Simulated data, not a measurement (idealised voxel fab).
Title: Process Module voxel transistor to metal
The cross-section on display is named cut; it measures 210 nm wide, and its cells are 5 nm squares.
For the purposes of this document, a cross-section shall be understood as a grid of square cells, specified as bands listed in top-to-bottom order, each band consisting of one or more rows of cells. Quick guide to a band line: top height, bottom height (nm) up front; then every material left to right with its width in nm. Only one material and it's marked "full width"? Then it fills the band edge to edge. And "air" just means empty space. For the purposes of this specification, 0 denotes the height below which the wafer in its as-received condition is composed wholly of one material, and the lowermost band, lacking a lower limit, extends downward without end, as expressed in "top 0, no bottom". A width such as "30 to 40" changes by the same amount from each row of cells to the next, from the band's top row to its bottom row. The designation "identical to before", where it is given for a processing step, indicates that no cell of the cross-section was altered in the course of that step. The entry titled "Enclosed void catalog" provides the empty spaces that have no open way to the top, restricted to those of 8 cells or more. Each is presented as width x height at distance, the distance being measured from the left edge, with all three in nm. Read whatever lies past the settings on a step's line as the simulator's own remark about the step. overlay nm: how far to the right of its planned place the mask lay on this masked step (negative: to the left).

[Process steps (planned)]
1. RECEIVE | material Si
2. CONFORMAL_DEP | material SiO2 | thk nm 5
3. CONFORMAL_DEP | material SiN | thk nm 15
4. MASKED_ETCH | tone cover | mask id ACTIVE | width nm 120 | etch materials SiN | depth nm 15 | overlay nm 0
5. MASKED_ETCH | tone cover | mask id ACTIVE | width nm 120 | etch materials SiO2 | depth nm 5 | overlay nm 0
6. MASKED_ETCH | tone cover | mask id ACTIVE | width nm 120 | etch materials Si | depth nm 35 | overlay nm 0
7. FILL_DEP | material SiO2 | thk nm 10
8. CMP | height nm 20
9. SELECTIVE_ETCH | etch materials SiO2 | depth nm 5
10. STRIP | etch materials SiN
11. SELECTIVE_ETCH | etch materials SiO2 | depth nm 5
12. OXIDIZE | depth nm 5
13. DIRECTIONAL_DEP | material polySi | thk nm 25
14. DIRECTIONAL_DEP | material SiCN | thk nm 15
15. MASKED_ETCH | tone cover | mask id GATE | width nm 30 | etch materials SiCN | depth nm 25 | overlay nm 0
16. MASKED_ETCH | tone cover | mask id GATE | width nm 30 | etch materials polySi | depth nm 35 | overlay nm 0
17. CONFORMAL_DEP | material SiN | thk nm 10
18. DIRECTIONAL_ETCH | etch materials SiN | depth nm 10
19. DIRECTIONAL_ETCH | etch materials SiO2 | depth nm 5
20. EPI | material SiGe | thk nm 5
21. FILL_DEP | material SiO2 | thk nm 10
22. CMP | height nm 25
23. STRIP | etch materials polySi
24. SELECTIVE_ETCH | etch materials SiO2 | depth nm 5
25. CONFORMAL_DEP | material HfO2 | thk nm 5
26. CONFORMAL_DEP | material TiN | thk nm 5
27. FILL_DEP | material W | thk nm 10
28. CMP | height nm 20
29. DIRECTIONAL_DEP | material SiO2 | thk nm 15
30. PATTERN | tone open | mask id CONTACT | material resist | width nm 15 | pitch nm 85 | thk nm 15 | overlay nm 0
31. DIRECTIONAL_ETCH | etch materials SiO2 | depth nm 35
32. STRIP | etch materials resist
33. CONFORMAL_DEP | material TiN | thk nm 5
34. FILL_DEP | material W | thk nm 5
35. CMP | height nm 35
36. CONFORMAL_DEP | material SiCN | thk nm 5
37. DIRECTIONAL_DEP | material SiO2 | thk nm 15
38. MASKED_ETCH | tone open | mask id METAL_1 | width nm 15 | pitch nm 85 | etch materials SiO2 | depth nm 15 | overlay nm 0
39. MASKED_ETCH | tone open | mask id METAL_1 | width nm 15 | pitch nm 85 | etch materials SiCN | depth nm 5 | overlay nm 0
40. CONFORMAL_DEP | material TiN | thk nm 5
41. FILL_DEP | material Cu | thk nm 10
42. CMP | height nm 55
43. CONFORMAL_DEP | material SiCN | thk nm 5
44. DIRECTIONAL_DEP | material SiO2 | thk nm 30
45. DIRECTIONAL_DEP | material aC | thk nm 15
46. PATTERN | tone open | mask id METAL_2 | material resist | width nm 15 | pitch nm 85 | thk nm 35 | overlay nm 0
47. DIRECTIONAL_ETCH | etch materials aC | depth nm 15
48. STRIP | etch materials resist
49. DIRECTIONAL_ETCH | etch materials SiO2 | depth nm 15
50. STRIP | etch materials aC
51. PATTERN | tone open | mask id METAL_2_HOLES | material resist | width nm 15 | pitch nm 85 | thk nm 20 | overlay nm 0
52. DIRECTIONAL_ETCH | etch materials SiO2 | depth nm 15
53. DIRECTIONAL_ETCH | etch materials SiCN | depth nm 5
54. STRIP | etch materials resist
55. CONFORMAL_DEP | material TiN | thk nm 5
56. FILL_DEP | material Cu | thk nm 10
57. CMP | height nm 90
58. CONFORMAL_DEP | material SiN | thk nm 5

[Wafer, first of two, run as planned]

[Cross-section, incoming material, after step 1]
- top 0, no bottom = Si full width
- Enclosed void catalog: none

[Sectional view: wafer, after step 2]
- top 5, bottom 0 = SiO2 full width
- Everything under 0 stays put, no change at all.

[Sectional view: wafer, after step 3]
- top 20, bottom 5 = SiN full width
- Everything under 5 stays put, no change at all.

[Sectional view: wafer, after step 4]
- top 20, bottom 5 = air: 45; SiN: 120; air: 45
- Everything under 5 stays put, no change at all.

[Sectional view: wafer, after step 5]
- top 20, bottom 5 = air: 45; SiN: 120; air: 45
- top 5, bottom 0 = air: 45; SiO2: 120; air: 45
- Everything under 0 stays put, no change at all.

[Sectional view: wafer, after step 6]
- top 20, bottom 5 = air: 45; SiN: 120; air: 45
- top 5, bottom 0 = air: 45; SiO2: 120; air: 45
- top 0, bottom -35 = air: 45; Si: 120; air: 45
- Everything under -35 stays put, no change at all.

[Sectional view: wafer, after step 7]
- top 30, bottom 20 = SiO2 full width
- top 20, bottom 5 = SiO2: 45; SiN: 120; SiO2: 45
- top 5, bottom 0 = SiO2 full width
- top 0, bottom -35 = SiO2: 45; Si: 120; SiO2: 45
- Everything under -35 stays put, no change at all.

[Sectional view: wafer, after step 8]
- top 20, bottom 5 = SiO2: 45; SiN: 120; SiO2: 45
- Everything under 5 stays put, no change at all.

[Sectional view: wafer, after step 9]
- top 20, bottom 15 = air: 45; SiN: 120; air: 45
- Everything under 15 stays put, no change at all.

[Sectional view: wafer, after step 10]
- top 15, bottom 5 = SiO2: 45; air: 120; SiO2: 45
- Everything under 5 stays put, no change at all.

[Sectional view: wafer, after step 11]
- top 10, bottom 0 = SiO2: 40; air: 130; SiO2: 40
- Everything under 0 stays put, no change at all.

[Sectional view: wafer, after step 12]
- top 10, bottom 0 = SiO2: 40; air: 130; SiO2: 40
- top 0, bottom -5 = SiO2 full width
- Everything under -5 stays put, no change at all.

[Sectional view: wafer, after step 13]
- top 35, bottom 25 = polySi: 40; air: 130; polySi: 40
- top 25, bottom 10 = polySi full width
- top 10, bottom 0 = SiO2: 40; polySi: 130; SiO2: 40
- Everything under 0 stays put, no change at all.

[Sectional view: wafer, after step 14]
- top 50, bottom 40 = SiCN: 40; air: 130; SiCN: 40
- top 40, bottom 35 = SiCN full width
- top 35, bottom 25 = polySi: 40; SiCN: 130; polySi: 40
- Everything under 25 stays put, no change at all.

[Sectional view: wafer, after step 15]
- top 40, bottom 35 = air: 90; SiCN: 30; air: 90
- top 35, bottom 25 = polySi: 40; air: 50; SiCN: 30; air: 50; polySi: 40
- Everything under 25 stays put, no change at all.

[Sectional view: wafer, after step 16]
- top 40, bottom 25 = air: 90; SiCN: 30; air: 90
- top 25, bottom 10 = air: 90; polySi: 30; air: 90
- top 10, bottom 0 = SiO2: 40; air: 50; polySi: 30; air: 50; SiO2: 40
- Everything under 0 stays put, no change at all.

[Sectional view: wafer, after step 17]
- top 50, bottom 40 = air: 80; SiN: 50; air: 80
- top 40, bottom 25 = air: 80; SiN: 10; SiCN: 30; SiN: 10; air: 80
- top 25, bottom 20 = air: 80; SiN: 10; polySi: 30; SiN: 10; air: 80
- top 20, bottom 10 = SiN: 50; air: 30; SiN: 10; polySi: 30; SiN: 10; air: 30; SiN: 50
- top 10, bottom 0 = SiO2: 40; SiN: 50; polySi: 30; SiN: 50; SiO2: 40
- Everything under 0 stays put, no change at all.

[Sectional view: wafer, after step 18]
- top 40, bottom 25 = air: 80; SiN: 10; SiCN: 30; SiN: 10; air: 80
- top 25, bottom 10 = air: 80; SiN: 10; polySi: 30; SiN: 10; air: 80
- top 10, bottom 0 = SiO2: 40; SiN: 10; air: 30; SiN: 10; polySi: 30; SiN: 10; air: 30; SiN: 10; SiO2: 40
- Everything under 0 stays put, no change at all.

[Sectional view: wafer, after step 19]
- top 40, bottom 25 = air: 80; SiN: 10; SiCN: 30; SiN: 10; air: 80
- top 25, bottom 10 = air: 80; SiN: 10; polySi: 30; SiN: 10; air: 80
- top 10, bottom 5 = air: 40; SiN: 10; air: 30; SiN: 10; polySi: 30; SiN: 10; air: 30; SiN: 10; air: 40
- top 5, bottom 0 = SiO2: 40; SiN: 10; air: 30; SiN: 10; polySi: 30; SiN: 10; air: 30; SiN: 10; SiO2: 40
- top 0, bottom -5 = SiO2: 50; air: 30; SiO2: 50; air: 30; SiO2: 50
- Everything under -5 stays put, no change at all.

[Sectional view: wafer, after step 20]
- top 40, bottom 25 = air: 80; SiN: 10; SiCN: 30; SiN: 10; air: 80
- top 25, bottom 10 = air: 80; SiN: 10; polySi: 30; SiN: 10; air: 80
- top 10, bottom 5 = air: 40; SiN: 10; air: 30; SiN: 10; polySi: 30; SiN: 10; air: 30; SiN: 10; air: 40
- top 5, bottom 0 = SiO2: 40; SiN: 10; air: 30; SiN: 10; polySi: 30; SiN: 10; air: 30; SiN: 10; SiO2: 40
- top 0, bottom -5 = SiO2: 50; SiGe: 30; SiO2: 50; SiGe: 30; SiO2: 50
- Everything under -5 stays put, no change at all.

[Sectional view: wafer, after step 21]
- top 50, bottom 40 = SiO2 full width
- top 40, bottom 25 = SiO2: 80; SiN: 10; SiCN: 30; SiN: 10; SiO2: 80
- top 25, bottom 10 = SiO2: 80; SiN: 10; polySi: 30; SiN: 10; SiO2: 80
- top 10, bottom 0 = SiO2: 40; SiN: 10; SiO2: 30; SiN: 10; polySi: 30; SiN: 10; SiO2: 30; SiN: 10; SiO2: 40
- Everything under 0 stays put, no change at all.

[Sectional view: wafer, after step 22]
- top 25, bottom 10 = SiO2: 80; SiN: 10; polySi: 30; SiN: 10; SiO2: 80
- Everything under 10 stays put, no change at all.

[Sectional view: wafer, after step 23]
- top 25, bottom 10 = SiO2: 80; SiN: 10; air: 30; SiN: 10; SiO2: 80
- top 10, bottom 0 = SiO2: 40; SiN: 10; SiO2: 30; SiN: 10; air: 30; SiN: 10; SiO2: 30; SiN: 10; SiO2: 40
- Everything under 0 stays put, no change at all.

[Sectional view: wafer, after step 24]
- top 25, bottom 20 = air: 80; SiN: 10; air: 30; SiN: 10; air: 80
- top 20, bottom 10 = SiO2: 80; SiN: 10; air: 30; SiN: 10; SiO2: 80
- top 10, bottom 0 = SiO2: 40; SiN: 10; SiO2: 30; SiN: 10; air: 30; SiN: 10; SiO2: 30; SiN: 10; SiO2: 40
- top 0, bottom -5 = SiO2: 50; SiGe: 30; SiO2: 5; air: 40; SiO2: 5; SiGe: 30; SiO2: 50
- Everything under -5 stays put, no change at all.

[Sectional view: wafer, after step 25]
- top 30, bottom 25 = air: 75; HfO2: 20; air: 20; HfO2: 20; air: 75
- top 25, bottom 20 = HfO2: 80; SiN: 10; HfO2: 5; air: 20; HfO2: 5; SiN: 10; HfO2: 80
- top 20, bottom 10 = SiO2: 80; SiN: 10; HfO2: 5; air: 20; HfO2: 5; SiN: 10; SiO2: 80
- top 10, bottom 0 = SiO2: 40; SiN: 10; SiO2: 30; SiN: 10; HfO2: 5; air: 20; HfO2: 5; SiN: 10; SiO2: 30; SiN: 10; SiO2: 40
- top 0, bottom -5 = SiO2: 50; SiGe: 30; SiO2: 5; HfO2: 40; SiO2: 5; SiGe: 30; SiO2: 50
- Everything under -5 stays put, no change at all.

[Sectional view: wafer, after step 26]
- top 35, bottom 30 = air: 70; TiN: 30; air: 10; TiN: 30; air: 70
- top 30, bottom 25 = TiN: 75; HfO2: 20; TiN: 5; air: 10; TiN: 5; HfO2: 20; TiN: 75
- top 25, bottom 20 = HfO2: 80; SiN: 10; HfO2: 5; TiN: 5; air: 10; TiN: 5; HfO2: 5; SiN: 10; HfO2: 80
- top 20, bottom 10 = SiO2: 80; SiN: 10; HfO2: 5; TiN: 5; air: 10; TiN: 5; HfO2: 5; SiN: 10; SiO2: 80
- top 10, bottom 5 = SiO2: 40; SiN: 10; SiO2: 30; SiN: 10; HfO2: 5; TiN: 5; air: 10; TiN: 5; HfO2: 5; SiN: 10; SiO2: 30; SiN: 10; SiO2: 40
- top 5, bottom 0 = SiO2: 40; SiN: 10; SiO2: 30; SiN: 10; HfO2: 5; TiN: 20; HfO2: 5; SiN: 10; SiO2: 30; SiN: 10; SiO2: 40
- Everything under 0 stays put, no change at all.

[Sectional view: wafer, after step 27]
- top 45, bottom 35 = W full width
- top 35, bottom 30 = W: 70; TiN: 30; W: 10; TiN: 30; W: 70
- top 30, bottom 25 = TiN: 75; HfO2: 20; TiN: 5; W: 10; TiN: 5; HfO2: 20; TiN: 75
- top 25, bottom 20 = HfO2: 80; SiN: 10; HfO2: 5; TiN: 5; W: 10; TiN: 5; HfO2: 5; SiN: 10; HfO2: 80
- top 20, bottom 10 = SiO2: 80; SiN: 10; HfO2: 5; TiN: 5; W: 10; TiN: 5; HfO2: 5; SiN: 10; SiO2: 80
- top 10, bottom 5 = SiO2: 40; SiN: 10; SiO2: 30; SiN: 10; HfO2: 5; TiN: 5; W: 10; TiN: 5; HfO2: 5; SiN: 10; SiO2: 30; SiN: 10; SiO2: 40
- Everything under 5 stays put, no change at all.

[Sectional view: wafer, after step 28]
- top 20, bottom 10 = SiO2: 80; SiN: 10; HfO2: 5; TiN: 5; W: 10; TiN: 5; HfO2: 5; SiN: 10; SiO2: 80
- Everything under 10 stays put, no change at all.

[Sectional view: wafer, after step 29]
- top 35, bottom 20 = SiO2 full width
- Everything under 20 stays put, no change at all.

[Sectional view: wafer, after step 30]
- top 50, bottom 35 = resist: 55; air: 15; resist: 70; air: 15; resist: 55
- Everything under 35 stays put, no change at all.

[Sectional view: wafer, after step 31]
- top 50, bottom 35 = resist: 55; air: 15; resist: 70; air: 15; resist: 55
- top 35, bottom 20 = SiO2: 55; air: 15; SiO2: 70; air: 15; SiO2: 55
- top 20, bottom 10 = SiO2: 55; air: 15; SiO2: 10; SiN: 10; HfO2: 5; TiN: 5; W: 10; TiN: 5; HfO2: 5; SiN: 10; SiO2: 10; air: 15; SiO2: 55
- top 10, bottom 5 = SiO2: 40; SiN: 10; SiO2: 5; air: 15; SiO2: 10; SiN: 10; HfO2: 5; TiN: 5; W: 10; TiN: 5; HfO2: 5; SiN: 10; SiO2: 10; air: 15; SiO2: 5; SiN: 10; SiO2: 40
- top 5, bottom 0 = SiO2: 40; SiN: 10; SiO2: 5; air: 15; SiO2: 10; SiN: 10; HfO2: 5; TiN: 20; HfO2: 5; SiN: 10; SiO2: 10; air: 15; SiO2: 5; SiN: 10; SiO2: 40
- Everything under 0 stays put, no change at all.

[Sectional view: wafer, after step 32]
- top 35, bottom 20 = SiO2: 55; air: 15; SiO2: 70; air: 15; SiO2: 55
- Everything under 20 stays put, no change at all.

[Sectional view: wafer, after step 33]
- top 40, bottom 35 = TiN: 60; air: 5; TiN: 80; air: 5; TiN: 60
- top 35, bottom 20 = SiO2: 55; TiN: 5; air: 5; TiN: 5; SiO2: 70; TiN: 5; air: 5; TiN: 5; SiO2: 55
- top 20, bottom 10 = SiO2: 55; TiN: 5; air: 5; TiN: 5; SiO2: 10; SiN: 10; HfO2: 5; TiN: 5; W: 10; TiN: 5; HfO2: 5; SiN: 10; SiO2: 10; TiN: 5; air: 5; TiN: 5; SiO2: 55
- top 10, bottom 5 = SiO2: 40; SiN: 10; SiO2: 5; TiN: 5; air: 5; TiN: 5; SiO2: 10; SiN: 10; HfO2: 5; TiN: 5; W: 10; TiN: 5; HfO2: 5; SiN: 10; SiO2: 10; TiN: 5; air: 5; TiN: 5; SiO2: 5; SiN: 10; SiO2: 40
- top 5, bottom 0 = SiO2: 40; SiN: 10; SiO2: 5; TiN: 15; SiO2: 10; SiN: 10; HfO2: 5; TiN: 20; HfO2: 5; SiN: 10; SiO2: 10; TiN: 15; SiO2: 5; SiN: 10; SiO2: 40
- Everything under 0 stays put, no change at all.

[Sectional view: wafer, after step 34]
- top 45, bottom 40 = W full width
- top 40, bottom 35 = TiN: 60; W: 5; TiN: 80; W: 5; TiN: 60
- top 35, bottom 20 = SiO2: 55; TiN: 5; W: 5; TiN: 5; SiO2: 70; TiN: 5; W: 5; TiN: 5; SiO2: 55
- top 20, bottom 10 = SiO2: 55; TiN: 5; W: 5; TiN: 5; SiO2: 10; SiN: 10; HfO2: 5; TiN: 5; W: 10; TiN: 5; HfO2: 5; SiN: 10; SiO2: 10; TiN: 5; W: 5; TiN: 5; SiO2: 55
- top 10, bottom 5 = SiO2: 40; SiN: 10; SiO2: 5; TiN: 5; W: 5; TiN: 5; SiO2: 10; SiN: 10; HfO2: 5; TiN: 5; W: 10; TiN: 5; HfO2: 5; SiN: 10; SiO2: 10; TiN: 5; W: 5; TiN: 5; SiO2: 5; SiN: 10; SiO2: 40
- Everything under 5 stays put, no change at all.

[Sectional view: wafer, after step 35]
- top 35, bottom 20 = SiO2: 55; TiN: 5; W: 5; TiN: 5; SiO2: 70; TiN: 5; W: 5; TiN: 5; SiO2: 55
- Everything under 20 stays put, no change at all.

[Sectional view: wafer, after step 36]
- top 40, bottom 35 = SiCN full width
- Everything under 35 stays put, no change at all.

[Sectional view: wafer, after step 37]
- top 55, bottom 40 = SiO2 full width
- Everything under 40 stays put, no change at all.

[Sectional view: wafer, after step 38]
- top 55, bottom 40 = SiO2: 55; air: 15; SiO2: 70; air: 15; SiO2: 55
- Everything under 40 stays put, no change at all.

[Sectional view: wafer, after step 39]
- top 55, bottom 40 = SiO2: 55; air: 15; SiO2: 70; air: 15; SiO2: 55
- top 40, bottom 35 = SiCN: 55; air: 15; SiCN: 70; air: 15; SiCN: 55
- Everything under 35 stays put, no change at all.

[Sectional view: wafer, after step 40]
- top 60, bottom 55 = TiN: 60; air: 5; TiN: 80; air: 5; TiN: 60
- top 55, bottom 40 = SiO2: 55; TiN: 5; air: 5; TiN: 5; SiO2: 70; TiN: 5; air: 5; TiN: 5; SiO2: 55
- top 40, bottom 35 = SiCN: 55; TiN: 15; SiCN: 70; TiN: 15; SiCN: 55
- Everything under 35 stays put, no change at all.

[Sectional view: wafer, after step 41]
- top 70, bottom 60 = Cu full width
- top 60, bottom 55 = TiN: 60; Cu: 5; TiN: 80; Cu: 5; TiN: 60
- top 55, bottom 40 = SiO2: 55; TiN: 5; Cu: 5; TiN: 5; SiO2: 70; TiN: 5; Cu: 5; TiN: 5; SiO2: 55
- Everything under 40 stays put, no change at all.

[Sectional view: wafer, after step 42]
- top 55, bottom 40 = SiO2: 55; TiN: 5; Cu: 5; TiN: 5; SiO2: 70; TiN: 5; Cu: 5; TiN: 5; SiO2: 55
- Everything under 40 stays put, no change at all.

[Sectional view: wafer, after step 43]
- top 60, bottom 55 = SiCN full width
- Everything under 55 stays put, no change at all.

[Sectional view: wafer, after step 44]
- top 90, bottom 60 = SiO2 full width
- Everything under 60 stays put, no change at all.

[Sectional view: wafer, after step 45]
- top 105, bottom 90 = aC full width
- Everything under 90 stays put, no change at all.

[Sectional view: wafer, after step 46]
- top 140, bottom 105 = resist: 55; air: 15; resist: 70; air: 15; resist: 55
- Everything under 105 stays put, no change at all.

[Sectional view: wafer, after step 47]
- top 125, bottom 105 = resist: 55; air: 15; resist: 70; air: 15; resist: 55
- top 105, bottom 90 = aC: 55; air: 15; aC: 70; air: 15; aC: 55
- Everything under 90 stays put, no change at all.

[Sectional view: wafer, after step 48]
- top 105, bottom 90 = aC: 55; air: 15; aC: 70; air: 15; aC: 55
- Everything under 90 stays put, no change at all.

[Sectional view: wafer, after step 49]
- top 105, bottom 90 = aC: 55; air: 15; aC: 70; air: 15; aC: 55
- top 90, bottom 75 = SiO2: 55; air: 15; SiO2: 70; air: 15; SiO2: 55
- Everything under 75 stays put, no change at all.

[Sectional view: wafer, after step 50]
- top 90, bottom 75 = SiO2: 55; air: 15; SiO2: 70; air: 15; SiO2: 55
- Everything under 75 stays put, no change at all.

[Sectional view: wafer, after step 51]
- top 110, bottom 90 = resist: 55; air: 15; resist: 70; air: 15; resist: 55
- Everything under 90 stays put, no change at all.

[Sectional view: wafer, after step 52]
- top 110, bottom 90 = resist: 55; air: 15; resist: 70; air: 15; resist: 55
- top 90, bottom 60 = SiO2: 55; air: 15; SiO2: 70; air: 15; SiO2: 55
- Everything under 60 stays put, no change at all.

[Sectional view: wafer, after step 53]
- top 110, bottom 90 = resist: 55; air: 15; resist: 70; air: 15; resist: 55
- top 90, bottom 60 = SiO2: 55; air: 15; SiO2: 70; air: 15; SiO2: 55
- top 60, bottom 55 = SiCN: 55; air: 15; SiCN: 70; air: 15; SiCN: 55
- Everything under 55 stays put, no change at all.

[Sectional view: wafer, after step 54]
- top 90, bottom 60 = SiO2: 55; air: 15; SiO2: 70; air: 15; SiO2: 55
- Everything under 60 stays put, no change at all.

[Sectional view: wafer, after step 55]
- top 95, bottom 90 = TiN: 60; air: 5; TiN: 80; air: 5; TiN: 60
- top 90, bottom 60 = SiO2: 55; TiN: 5; air: 5; TiN: 5; SiO2: 70; TiN: 5; air: 5; TiN: 5; SiO2: 55
- top 60, bottom 55 = SiCN: 55; TiN: 15; SiCN: 70; TiN: 15; SiCN: 55
- Everything under 55 stays put, no change at all.

[Sectional view: wafer, after step 56]
- top 105, bottom 95 = Cu full width
- top 95, bottom 90 = TiN: 60; Cu: 5; TiN: 80; Cu: 5; TiN: 60
- top 90, bottom 60 = SiO2: 55; TiN: 5; Cu: 5; TiN: 5; SiO2: 70; TiN: 5; Cu: 5; TiN: 5; SiO2: 55
- Everything under 60 stays put, no change at all.

[Sectional view: wafer, after step 57]
- top 90, bottom 60 = SiO2: 55; TiN: 5; Cu: 5; TiN: 5; SiO2: 70; TiN: 5; Cu: 5; TiN: 5; SiO2: 55
- Everything under 60 stays put, no change at all.

[Sectional view: wafer, after step 58]
- top 95, bottom 90 = SiN full width
- Everything under 90 stays put, no change at all.

[The second wafer: identical to the first at the outset and in its planned sequence, differing only in that one mistake was made during processing; up to and including step 36, its path is the first wafer's path]

Cross-section of the second wafer at the time step 37 of the plan should have ended: identical to before

Cross-section of the second wafer at the time step 38 of the plan should have ended: identical to before

[Cross-section of the second wafer at the time step 39 of the plan should have ended]
- top 40, bottom 35 = SiCN: 55; air: 15; SiCN: 70; air: 15; SiCN: 55
- Everything under 35 stays put, no change at all.

[Cross-section of the second wafer at the time step 40 of the plan should have ended]
- top 45, bottom 40 = TiN: 60; air: 5; TiN: 80; air: 5; TiN: 60
- top 40, bottom 35 = SiCN: 55; TiN: 15; SiCN: 70; TiN: 15; SiCN: 55
- Everything under 35 stays put, no change at all.

[Cross-section of the second wafer at the time step 41 of the plan should have ended]
- top 55, bottom 45 = Cu full width
- top 45, bottom 40 = TiN: 60; Cu: 5; TiN: 80; Cu: 5; TiN: 60
- Everything under 40 stays put, no change at all.

Cross-section of the second wafer at the time step 42 of the plan should have ended: identical to before

[Cross-section of the second wafer at the time step 43 of the plan should have ended]
- top 60, bottom 55 = SiCN full width
- Everything under 55 stays put, no change at all.

[Cross-section of the second wafer at the time step 44 of the plan should have ended]
- top 90, bottom 60 = SiO2 full width
- Everything under 60 stays put, no change at all.

[Cross-section of the second wafer at the time step 45 of the plan should have ended]
- top 105, bottom 90 = aC full width
- Everything under 90 stays put, no change at all.

[Cross-section of the second wafer at the time step 46 of the plan should have ended]
- top 140, bottom 105 = resist: 55; air: 15; resist: 70; air: 15; resist: 55
- Everything under 105 stays put, no change at all.

[Cross-section of the second wafer at the time step 47 of the plan should have ended]
- top 125, bottom 105 = resist: 55; air: 15; resist: 70; air: 15; resist: 55
- top 105, bottom 90 = aC: 55; air: 15; aC: 70; air: 15; aC: 55
- Everything under 90 stays put, no change at all.

[Cross-section of the second wafer at the time step 48 of the plan should have ended]
- top 105, bottom 90 = aC: 55; air: 15; aC: 70; air: 15; aC: 55
- Everything under 90 stays put, no change at all.

[Cross-section of the second wafer at the time step 49 of the plan should have ended]
- top 105, bottom 90 = aC: 55; air: 15; aC: 70; air: 15; aC: 55
- top 90, bottom 75 = SiO2: 55; air: 15; SiO2: 70; air: 15; SiO2: 55
- Everything under 75 stays put, no change at all.

[Cross-section of the second wafer at the time step 50 of the plan should have ended]
- top 90, bottom 75 = SiO2: 55; air: 15; SiO2: 70; air: 15; SiO2: 55
- Everything under 75 stays put, no change at all.

[Cross-section of the second wafer at the time step 51 of the plan should have ended]
- top 110, bottom 90 = resist: 55; air: 15; resist: 70; air: 15; resist: 55
- Everything under 90 stays put, no change at all.

[Cross-section of the second wafer at the time step 52 of the plan should have ended]
- top 110, bottom 90 = resist: 55; air: 15; resist: 70; air: 15; resist: 55
- top 90, bottom 60 = SiO2: 55; air: 15; SiO2: 70; air: 15; SiO2: 55
- Everything under 60 stays put, no change at all.

[Cross-section of the second wafer at the time step 53 of the plan should have ended]
- top 110, bottom 90 = resist: 55; air: 15; resist: 70; air: 15; resist: 55
- top 90, bottom 60 = SiO2: 55; air: 15; SiO2: 70; air: 15; SiO2: 55
- top 60, bottom 55 = SiCN: 55; air: 15; SiCN: 70; air: 15; SiCN: 55
- Everything under 55 stays put, no change at all.

[Cross-section of the second wafer at the time step 54 of the plan should have ended]
- top 90, bottom 60 = SiO2: 55; air: 15; SiO2: 70; air: 15; SiO2: 55
- Everything under 60 stays put, no change at all.

[Cross-section of the second wafer at the time step 55 of the plan should have ended]
- top 95, bottom 90 = TiN: 60; air: 5; TiN: 80; air: 5; TiN: 60
- top 90, bottom 60 = SiO2: 55; TiN: 5; air: 5; TiN: 5; SiO2: 70; TiN: 5; air: 5; TiN: 5; SiO2: 55
- top 60, bottom 55 = SiCN: 55; TiN: 15; SiCN: 70; TiN: 15; SiCN: 55
- Everything under 55 stays put, no change at all.

[Cross-section of the second wafer at the time step 56 of the plan should have ended]
- top 105, bottom 95 = Cu full width
- top 95, bottom 90 = TiN: 60; Cu: 5; TiN: 80; Cu: 5; TiN: 60
- top 90, bottom 60 = SiO2: 55; TiN: 5; Cu: 5; TiN: 5; SiO2: 70; TiN: 5; Cu: 5; TiN: 5; SiO2: 55
- Everything under 60 stays put, no change at all.

[Cross-section of the second wafer at the time step 57 of the plan should have ended]
- top 90, bottom 60 = SiO2: 55; TiN: 5; Cu: 5; TiN: 5; SiO2: 70; TiN: 5; Cu: 5; TiN: 5; SiO2: 55
- Everything under 60 stays put, no change at all.

[Cross-section of the second wafer at the time step 58 of the plan should have ended]
- top 95, bottom 90 = SiN full width
- Everything under 90 stays put, no change at all.
Error vs. plan: step 37 from the plan never happened, it was just skipped
The closing comparison, in cells, has the second wafer with more or fewer of some materials than the first: 80 more of Cu; 108 fewer of SiO2; 28 more of TiN
